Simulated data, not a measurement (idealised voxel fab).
Process module in this document: voxel wiring stack
The figure presents cross-section cut, which has a width of 250 nm and is divided into square cells with an edge length of 5 nm.
In what follows, cross-sections appear as grids of square cells, described through bands that run from the top down, where every band is one or more rows of cells.
Within each band entry, the heights of the top and of the bottom of the band appear first, in that order and in nm; the materials of the band then follow from left to right, each with its corresponding width in nm. The designation "edge to edge" on a single material indicates that it fills the band from edge to edge; the designation "air" indicates empty space.
It should be noted that heights are counted from 0, beneath which the wafer as supplied is of one material throughout, and that the lowest band possesses no lower boundary but continues downward, as written in "from 0 down".
Width: "30->40" (first number = top row, second number = bottom row, same change from row to row of cells).
When a step is marked "nothing changed", none of the cells in the cross-section changed during that step.
Enclosed cavities: empty space of 8 cells or more with no open way to the top, each as width x height at its distance from the left edge, in nm
after a step's settings: what the simulator itself notes on the step
overlay nm: step with mask; distance mask lay right of planned place; negative value = left of planned place.

**Here's what the planned process steps look like**
1,RECEIVE [material Si]
2,CONFORMAL_DEP [material SiO2] [thk nm 10]
3,DIRECTIONAL_DEP [material TiN] [thk nm 5]
4,DIRECTIONAL_DEP [material Ru] [thk nm 15]
5,DIRECTIONAL_DEP [material aC] [thk nm 10]
6,PATTERN [tone cover] [mask id METAL_1] [material resist] [width nm 30] [pitch nm 50] [thk nm 25] [overlay nm 0]
7,DIRECTIONAL_ETCH [etch materials aC] [depth nm 10]
8,STRIP [etch materials resist]
9,DIRECTIONAL_ETCH [etch materials Ru] [depth nm 15]
10,DIRECTIONAL_ETCH [etch materials TiN] [depth nm 5]
11,STRIP [etch materials aC]
12,FILL_DEP [material SiO2] [thk nm 5]
13,CMP [height nm 30]
14,CONFORMAL_DEP [material SiCN] [thk nm 5]
15,DIRECTIONAL_DEP [material lowk] [thk nm 30]
16,MASKED_ETCH [tone open] [mask id METAL_2] [width nm 30] [pitch nm 50] [etch materials lowk] [depth nm 20] [overlay nm 0]
17,MASKED_ETCH [tone open] [mask id METAL_2_HOLES] [width nm 15] [pitch nm 100] [etch materials lowk] [depth nm 10] [overlay nm 0]
18,MASKED_ETCH [tone open] [mask id METAL_2_HOLES] [width nm 15] [pitch nm 100] [etch materials SiCN] [depth nm 5] [overlay nm 0]
19,CONFORMAL_DEP [material TiN] [thk nm 5]
20,FILL_DEP [material Ru] [thk nm 5]
21,CMP [height nm 65]
22,CONFORMAL_DEP [material SiCN] [thk nm 5]
23,DIRECTIONAL_DEP [material lowk] [thk nm 10]
24,PATTERN [tone open] [mask id PLUG_2] [material resist] [width nm 15] [pitch nm 50] [thk nm 20] [overlay nm 0]
25,DIRECTIONAL_ETCH [etch materials lowk] [depth nm 10]
26,DIRECTIONAL_ETCH [etch materials SiCN] [depth nm 5]
27,STRIP [etch materials resist]
28,EPI [material Ru] [thk nm 10]
29,EPI [material Ru] [thk nm 5]
30,CONFORMAL_DEP [material SiCN] [thk nm 5]
31,DIRECTIONAL_DEP [material SiO2] [thk nm 25]
32,PATTERN [tone open] [mask id METAL_3] [material resist] [width nm 30] [pitch nm 50] [thk nm 15] [overlay nm 0]
33,DIRECTIONAL_ETCH [etch materials SiO2] [depth nm 25]
34,DIRECTIONAL_ETCH [etch materials SiCN] [depth nm 5]
35,STRIP [etch materials resist]
36,CONFORMAL_DEP [material TiN] [thk nm 5]
37,FILL_DEP [material Ru] [thk nm 5]
38,CMP [height nm 110]
39,CONFORMAL_DEP [material SiN] [thk nm 5]

**Cross-section of the incoming wafer, state after step 1**
> from 0 down  Si edge to edge
> Enclosed cavities: none

**This is how the wafer looks in cross-section once the module is done, given the starting state and plan above and one mistake in carrying the plan out**
> from 115 to 110  SiN edge to edge
> from 110 to 85  Ru=55  TiN=5  SiO2=30  TiN=5  Ru=10  TiN=5  SiO2=30  TiN=5  Ru=10  TiN=5  SiO2=30  TiN=5  Ru=55
> from 85 to 80  TiN=60  SiCN=30  TiN=20  SiCN=30  TiN=20  SiCN=30  TiN=60
> from 80 to 70  lowk=60  Ru=15  lowk=35  Ru=15  lowk=35  Ru=15  lowk=75
> from 70 to 65  SiCN=60  Ru=15  SiCN=35  Ru=15  SiCN=35  Ru=15  SiCN=75
> from 65 to 50  lowk=60  TiN=5  Ru=20  TiN=5  lowk=20  TiN=5  Ru=20  TiN=5  lowk=20  TiN=5  Ru=20  TiN=5  lowk=60
> from 50 to 45  lowk=60  TiN=5  Ru=5  TiN=20  lowk=20  TiN=30  lowk=20  TiN=5  Ru=5  TiN=20  lowk=60
> from 45 to 35  lowk=60  TiN=5  Ru=5  TiN=5  lowk=85  TiN=5  Ru=5  TiN=5  lowk=75
> from 35 to 30  SiCN=60  TiN=15  SiCN=85  TiN=15  SiCN=75
> from 30 to 15  SiO2=60  Ru=30  SiO2=20  Ru=30  SiO2=20  Ru=30  SiO2=60
> from 15 to 10  SiO2=60  TiN=30  SiO2=20  TiN=30  SiO2=20  TiN=30  SiO2=60
> from 10 to 0  SiO2 edge to edge
> from 0 down  Si edge to edge
> Enclosed cavities: none
So what did we get wrong on this run? step 32 deviated from plan and actually ran as PATTERN [tone cover] [mask id METAL_3] [material resist] [width nm 30] [pitch nm 50] [thk nm 15] [overlay nm 0]
